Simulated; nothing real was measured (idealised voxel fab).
The document below concerns the process module designated voxel fin reveal.
The cross-section on display is named cut; it measures 275 nm wide, and its cells are 5 nm squares.
Notation: cross-section as square-cell grid; stated in bands, top first, going down; one or more cell rows per band.
Band entry format. Leading values: height of top, height of bottom, nm. Remainder: materials in left-to-right order, each with its width in nm. Special words: "everywhere" on a single material, which then fills the band edge to edge; "blank", empty space.
Heights are measured from 0, the level below which the as-received wafer is all one material; the lowest band has no bottom and continues downward, written as in "0 nm and below".
A width such as "30->40" changes by the same amount from each row of cells to the next, from the band's top row to its bottom row.
Step note "everything unchanged" = no cross-section cell changed.
Under "Enclosed void entries" you'll find the enclosed gaps, the ones with no way out to the top, that are 8 cells or bigger; each reads width x height at distance, with distance counted from the left edge, everything in nm.
It should be noted that, on the line of a given step, the content following the step's settings is a remark produced by the simulator itself with respect to that step.
A step's line can hold "overlay nm"; with a mask on that step, the setting says how far right of the planned place the mask lay, while a negative setting says it lay to the left.
**The following list gives the planned process steps**
1,RECEIVE | material Si
2,CONFORMAL_DEP | material SiN | thk nm 5
3,MASKED_ETCH | tone cover | mask id FINS | width nm 15 | pitch nm 40 | etch materials SiN | depth nm 5 | overlay nm 0
4,MASKED_ETCH | tone cover | mask id FINS | width nm 15 | pitch nm 40 | etch materials Si | depth nm 30 | overlay nm 0
5,OXIDIZE | depth nm 5
6,FILL_DEP | material SiO2 | thk nm 15
7,CMP | height nm 5
8,SELECTIVE_ETCH | etch materials SiO2 | depth nm 15
9,STRIP | etch materials SiN
10,CONFORMAL_DEP | material SiO2 | thk nm 5
**Shown in cross-section is the wafer as received, that is, as it stands after step 1**
  0 nm and below | Si everywhere
  Enclosed void entries: none
**End-of-module cross-section of the first of two wafers, processed as planned**
  5 nm to 0 nm | 110 of blank  15 of SiO2  25 of blank  15 of SiO2  110 of blank
  0 nm to -5 nm | 110 of blank  5 of SiO2  5 of Si  5 of SiO2  25 of blank  5 of SiO2  5 of Si  5 of SiO2  110 of blank
  -5 nm to -35 nm | 115 of SiO2  5 of Si  35 of SiO2  5 of Si  115 of SiO2
  -35 nm and below | Si everywhere
  Enclosed void entries: none
**This cross-section belongs to the second wafer of two at the end of the module; the start and the plan were shared with the first, and the run included one mistake**
  5 nm to 0 nm | 110 of blank  15 of SiO2  25 of blank  15 of SiO2  110 of blank
  0 nm to -5 nm | 110 of blank  5 of SiO2  5 of Si  5 of SiO2  25 of blank  5 of SiO2  5 of Si  5 of SiO2  110 of blank
  -5 nm to -10 nm | 100 of SiO2  10 of blank  5 of SiO2  5 of Si  5 of SiO2  25 of blank  5 of SiO2  5 of Si  5 of SiO2  10 of blank  100 of SiO2
  -10 nm to -35 nm | 115 of SiO2  5 of Si  35 of SiO2  5 of Si  115 of SiO2
  -35 nm and below | Si everywhere
  Enclosed void entries: none
Nonconformance to the process plan: step 8 ran in the slot meant for step 9, and vice versa
Count the cells at the end and the second wafer has more or fewer of some materials than the first: SiO2 -9
